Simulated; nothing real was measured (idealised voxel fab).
The name of this process module is voxel released beams.
Shown is cross-section cut, with a width of 180 nm and square cells of size 5 nm.
Bands, listed from the top down, are how a cross-section gets written in this document; the cross-section itself is a grid of square cells, and a band is one or more rows of them.
A band entry consists of two parts. The first gives the height of the band's top and the height of its bottom, in nm. The rest lists the band's materials from left to right, each with its width in nm. A single material labelled with the word "all across" fills the band from edge to edge, and the word "blank" marks empty space.
Ref level 0: as-received wafer is one material below here. Bottom band extends down with no lower bound ("top 0, no bottom").
The expression "30 to 40" gives the width at the extremes of the band, the first number at its top row of cells and the second at its bottom row, with the width changing by equal amounts from each row to the next in between.
The designation "no change occurred", where it is given for a processing step, indicates that no cell of the cross-section was altered in the course of that step.
Closed-off voids of 8+ cells (no open route to the top) go in "Closed voids list", written width x height at distance from the left edge, in nm.
That trailing text on a step's line, after the settings, is the simulator's own remark on the step.
The line of a step may include "overlay nm". On a step with a mask, this value is how far to the right of its planned place the mask lay. A negative value means the mask lay to the left.
## The steps planned for the process are as follows
1,RECEIVE with material Si
2,CONFORMAL_DEP with material Al2O3, thk nm 5
3,DIRECTIONAL_DEP with material SiO2, thk nm 20
4,MASKED_ETCH with tone open, mask id ANCHOR, width nm 40, etch materials SiO2, depth nm 20, overlay nm 0
5,CONFORMAL_DEP with material SiN, thk nm 15
6,PATTERN with tone cover, mask id BEAM, material resist, width nm 105, thk nm 15, overlay nm 0
7,DIRECTIONAL_ETCH with etch materials SiN, depth nm 15
8,STRIP with etch materials resist
9,STRIP with etch materials SiO2
## So this is the incoming wafer in cross-section - it's already been through step 1
* top 0, no bottom: Si all across
* Closed voids list: none
## Post-module cross-section of the first of two wafers (run per plan)
* top 40, bottom 25: blank 35; SiN 20; blank 10; SiN 75; blank 40
* top 25, bottom 20: blank 40; SiN 15; blank 10; SiN 15; blank 100
* top 20, bottom 5: blank 40; SiN 40; blank 100
* top 5, bottom 0: Al2O3 all across
* top 0, no bottom: Si all across
* Closed voids list: none
## Cross-section, second wafer: same start as the first, same plan as the first, one mistake in running it; taken at the end of the module
* top 35, bottom 25: blank 35; SiN 15; blank 20; SiN 70; blank 40
* top 25, bottom 15: blank 40; SiN 10; blank 20; SiN 10; blank 100
* top 15, bottom 5: blank 40; SiN 40; blank 100
* top 5, bottom 0: Al2O3 all across
* top 0, no bottom: Si all across
* Closed voids list: none
Misprocessing identified: step 5 ran with different settings than intended, the actual operation and settings being CONFORMAL_DEP with material SiN, thk nm 10
Materials where the second wafer ends with more or fewer cells than the first: 29 fewer of SiN
